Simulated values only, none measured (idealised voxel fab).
Process module, titled voxel self aligned vias
The figure presents cross-section cut, which has a width of 210 nm and is divided into square cells with an edge length of 5 nm.
Throughout this document, each cross-section is represented as a grid of square cells and is presented as a sequence of bands enumerated from the top downward, where a band comprises one or more rows of cells.
It is stipulated that each band's entry specify, in nanometres, the height of the top of the band and then that of its bottom, followed by the materials of the band in left-to-right sequence, each together with its width in nanometres. A single material marked by the word "edge to edge" is understood to fill the band from edge to edge; the word "empty" is understood to denote empty space.
Beneath 0, the wafer as received is one material, and that level is where height counting begins. The lowest band goes on downward without a bottom; it is written like "0 -> down".
Width: "30..40" (first number = top row, second number = bottom row, same change from row to row of cells).
Where the words "everything unchanged" appear for a step, the cross-section shows no cell changed by that step; every cell remained as before.
If an empty space has no open way to the top and is at least 8 cells in size, "Unvented voids" lists it, written width x height at distance, where distance is measured from the left edge and every value is in nm.
after a step's settings: what the simulator itself notes on the step
overlay nm: where the mask lay relative to plan, measured to the right, on steps with a mask; negatives go left.
This section lists the process steps that were planned:
1,RECEIVE: material Si
2,CONFORMAL_DEP: material SiO2, thk nm 10
3,CONFORMAL_DEP: material SiCN, thk nm 5
4,DIRECTIONAL_DEP: material lowk, thk nm 20
5,PATTERN: tone open, mask id LINES, material resist, width nm 30, pitch nm 55, thk nm 15, overlay nm 0
6,DIRECTIONAL_ETCH: etch materials lowk, depth nm 20
7,STRIP: etch materials resist
8,CONFORMAL_DEP: material TiN, thk nm 5
9,FILL_DEP: material Ru, thk nm 10
10,CMP: height nm 35
11,SELECTIVE_ETCH: etch materials W Ru TiN, depth nm 5
12,FILL_DEP: material SiN, thk nm 5
13,CMP: height nm 35
14,DIRECTIONAL_DEP: material lowk, thk nm 20
15,MASKED_ETCH: tone open, mask id VIAS, width nm 40, etch materials lowk, depth nm 20, overlay nm 0
16,MASKED_ETCH: tone open, mask id VIAS, width nm 40, etch materials SiN, depth nm 5, overlay nm 0
17,CONFORMAL_DEP: material TiN, thk nm 5
18,FILL_DEP: material W, thk nm 10
19,CMP: height nm 55
20,CONFORMAL_DEP: material SiN, thk nm 5
Incoming wafer in cross-section (state: after step 1):
* 0 -> down  Si edge to edge
* Unvented voids: none
The module was run from the start shown above using the plan shown above, but one mistake was made doing it; the resulting wafer cross-section is below:
* 60 -> 55  SiN edge to edge
* 55 -> 40  55 of lowk, then 5 of TiN, then 30 of W, then 5 of TiN, then 115 of lowk
* 40 -> 35  55 of lowk, then 10 of TiN, then 15 of W, then 15 of TiN, then 115 of lowk
* 35 -> 30  60 of lowk, then 25 of TiN, then 5 of SiN, then 25 of lowk, then 30 of SiN, then 65 of lowk
* 30 -> 20  60 of lowk, then 5 of TiN, then 20 of Ru, then 5 of TiN, then 25 of lowk, then 5 of TiN, then 20 of Ru, then 5 of TiN, then 65 of lowk
* 20 -> 15  60 of lowk, then 30 of TiN, then 25 of lowk, then 30 of TiN, then 65 of lowk
* 15 -> 10  SiCN edge to edge
* 10 -> 0  SiO2 edge to edge
* 0 -> down  Si edge to edge
* Unvented voids: none
what went wrong: step 16 went in with a setting other than planned; the actual run was MASKED_ETCH: tone open, mask id VIAS, width nm 40, etch materials SiN, depth nm 5, overlay nm -10
